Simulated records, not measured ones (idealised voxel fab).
Name of the process module below: voxel self aligned vias
The figure presents cross-section cut, which has a width of 155 nm and is divided into square cells with an edge length of 5 nm.
Think of the cross-section as a grid of square cells. We describe it in bands, top to bottom, and each band covers one or more rows of those cells.
This entry defines a band. It first specifies the height of the band's top and the height of its bottom in nm, and then specifies the band's materials from left to right, stating each material with its width in nm. The word "throughout" identifies a single material that fills the band from edge to edge, while the word "blank" identifies empty space.
The level at which height equals 0 is the one under which the wafer, as it arrives, is entirely one material. No lower edge exists for the bottom band, which continues downward and is notated as in "0 nm and below".
With a width like "30->40", each row of cells in the band differs from the next by the same amount, the top row carrying the first number and the bottom row the second.
Basically "no alteration" means that step didn't change any cell in the cross-section.
Closed empty spaces (no open way to the top) of 8 cells or more are what "Closed void inventory" lists, each as width x height at distance from the left edge, nm for all three.
What comes after the settings on a step's line is commentary from the simulator itself on that step.
For masked steps, "overlay nm" on the step line gives how far right of plan the mask actually lay; a minus sign means it lay to the left.

Process steps foreseen in the plan:
1. RECEIVE: material Si
2. CONFORMAL_DEP: material SiO2, thk nm 15
3. CONFORMAL_DEP: material SiCN, thk nm 5
4. DIRECTIONAL_DEP: material lowk, thk nm 30
5. MASKED_ETCH: tone open, mask id LINES, width nm 30, pitch nm 60, etch materials lowk, depth nm 30, overlay nm 0
6. CONFORMAL_DEP: material TiN, thk nm 5
7. FILL_DEP: material W, thk nm 5
8. CMP: height nm 50
9. SELECTIVE_ETCH: etch materials W Ru TiN, depth nm 5
10. FILL_DEP: material SiN, thk nm 10
11. CMP: height nm 50
12. DIRECTIONAL_DEP: material lowk, thk nm 20
13. DIRECTIONAL_DEP: material aC, thk nm 10
14. PATTERN: tone open, mask id VIAS, material resist, width nm 40, pitch nm 60, thk nm 25, overlay nm 0
15. DIRECTIONAL_ETCH: etch materials aC, depth nm 10
16. STRIP: etch materials resist
17. DIRECTIONAL_ETCH: etch materials lowk, depth nm 20
18. DIRECTIONAL_ETCH: etch materials SiN, depth nm 5
19. STRIP: etch materials aC
20. CONFORMAL_DEP: material TiN, thk nm 5
21. FILL_DEP: material Ru, thk nm 5
22. CMP: height nm 70
23. CONFORMAL_DEP: material SiN, thk nm 5

Cross-sectional view of the wafer in its as-received condition, corresponding to the state after step 1:
- 0 nm and below | Si throughout
- Closed void inventory: none

The first of the two wafers as seen in cross-section once the module was finished; processing followed the plan:
- 75 nm to 70 nm | SiN throughout
- 70 nm to 55 nm | 25 nm lowk / 5 nm TiN / 30 nm Ru / 5 nm TiN / 20 nm lowk / 5 nm TiN / 30 nm Ru / 5 nm TiN / 30 nm lowk
- 55 nm to 50 nm | 25 nm lowk / 10 nm TiN / 20 nm Ru / 10 nm TiN / 20 nm lowk / 10 nm TiN / 20 nm Ru / 10 nm TiN / 30 nm lowk
- 50 nm to 45 nm | 30 nm lowk / 30 nm TiN / 30 nm lowk / 30 nm TiN / 35 nm lowk
- 45 nm to 25 nm | 30 nm lowk / 5 nm TiN / 20 nm W / 5 nm TiN / 30 nm lowk / 5 nm TiN / 20 nm W / 5 nm TiN / 35 nm lowk
- 25 nm to 20 nm | 30 nm lowk / 30 nm TiN / 30 nm lowk / 30 nm TiN / 35 nm lowk
- 20 nm to 15 nm | SiCN throughout
- 15 nm to 0 nm | SiO2 throughout
- 0 nm and below | Si throughout
- Closed void inventory: none

This is the second of the two wafers, cross-sectioned at the end of the module; it started exactly like the first and was given the same plan, but it was run with one mistake:
- 75 nm to 70 nm | SiN throughout
- 70 nm to 50 nm | 25 nm lowk / 5 nm TiN / 30 nm Ru / 5 nm TiN / 20 nm lowk / 5 nm TiN / 30 nm Ru / 5 nm TiN / 30 nm lowk
- 50 nm to 45 nm | 25 nm lowk / 40 nm TiN / 20 nm lowk / 40 nm TiN / 30 nm lowk
- 45 nm to 25 nm | 25 nm lowk / 5 nm TiN / 30 nm W / 5 nm TiN / 20 nm lowk / 5 nm TiN / 30 nm W / 5 nm TiN / 30 nm lowk
- 25 nm to 20 nm | 25 nm lowk / 40 nm TiN / 20 nm lowk / 40 nm TiN / 30 nm lowk
- 20 nm to 15 nm | SiCN throughout
- 15 nm to 0 nm | SiO2 throughout
- 0 nm and below | Si throughout
- Closed void inventory: none
Against the plan, the run slipped here: not per plan at step 5, really ran MASKED_ETCH: tone open, mask id LINES, width nm 40, pitch nm 60, etch materials lowk, depth nm 30, overlay nm 0
The final cell counts differ between the wafers, with the second having more or fewer of some materials than the first: Ru +4, TiN +4, W +16, lowk -24
